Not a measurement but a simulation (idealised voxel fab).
The process module presented herein is designated voxel self aligned contacts.
Cross-section cut: width 235 nm, square cells of 5 nm.
The cross-sections in this document take the form of a grid made of square cells. They are written out as bands, in order from top to bottom. Each band consists of one or more rows of cells.
For a band, the entry starts with two heights in nm, that of the top and then that of the bottom, and carries on with the band's materials in order from left to right, each alongside its width in nm; the word "all across" beside a single material means it fills the band edge to edge, and "air" means empty space.
Height datum 0, below which the as-received substrate wafer is one material. Lowest band open at the bottom, running downward: "from 0 down".
It should be noted that a width expressed as "30->40" varies in equal increments from row to row of cells within the band, taking the value of the first number at the top row and that of the second number at the bottom row.
What does "no change" mean for a step? It means no cell of the cross-section changed in that step.
The label "Voids, sealed" introduces a list of the empty spaces, 8 cells or larger, that have no open way up to the top; each entry in it reads width x height at distance, where the distance is taken from the left edge and all three are stated in nm.
Whatever follows a step's settings on its line is a remark the simulator itself makes about that step.
On any step carrying a mask, the "overlay nm" setting, if present on the step's line, tells how far right of its planned place the mask lay; negative values point to the left.
These are the steps we planned for the process
- 1: op RECEIVE | material Si
- 2: op OXIDIZE | depth nm 5
- 3: op DIRECTIONAL_DEP | material polySi | thk nm 25
- 4: op DIRECTIONAL_DEP | material SiN | thk nm 15
- 5: op PATTERN | tone cover | mask id GATE | material resist | width nm 25 | pitch nm 60 | thk nm 15 | overlay nm 0
- 6: op DIRECTIONAL_ETCH | etch materials SiN | depth nm 15
- 7: op DIRECTIONAL_ETCH | etch materials polySi | depth nm 25
- 8: op STRIP | etch materials resist
- 9: op CONFORMAL_DEP | material SiN | thk nm 5
- 10: op DIRECTIONAL_ETCH | etch materials SiN | depth nm 5
- 11: op FILL_DEP | material SiO2 | thk nm 15
- 12: op CMP | height nm 50
- 13: op MASKED_ETCH | tone open | mask id CONTACT | width nm 45 | etch materials SiO2 | depth nm 55 | overlay nm 0
- 14: op CONFORMAL_DEP | material TiN | thk nm 5
- 15: op FILL_DEP | material Ru | thk nm 10
- 16: op CMP | height nm 50
- 17: op CONFORMAL_DEP | material SiN | thk nm 5
Incoming wafer in cross-section (state: after step 1)
- from 0 down: Si all across
- Voids, sealed: none
End-of-module cross-section. Starting structure and process plan as above; one mistake made in running it
- from 55 to 50: SiN all across
- from 50 to 40: 95 nm SiO2 / 5->15 nm TiN / 35->20 nm Ru / 5->10 nm TiN / 95 nm SiO2
- from 40 to 25: 75 nm SiO2 / 30 nm SiN / 5 nm TiN / 20 nm Ru / 5 nm TiN / 30 nm SiN / 70 nm SiO2
- from 25 to 0: 75 nm SiO2 / 5 nm SiN / 20 nm polySi / 5 nm SiN / 5 nm TiN / 20 nm Ru / 5 nm TiN / 5 nm SiN / 20 nm polySi / 5 nm SiN / 70 nm SiO2
- from 0 to -5: 105 nm SiO2 / 30 nm TiN / 100 nm SiO2
- from -5 down: Si all across
- Voids, sealed: none
Processing error: step 5 was run on a setting that differed from the plan, and what really ran there is op PATTERN | tone cover | mask id GATE | material resist | width nm 20 | pitch nm 60 | thk nm 15 | overlay nm 0
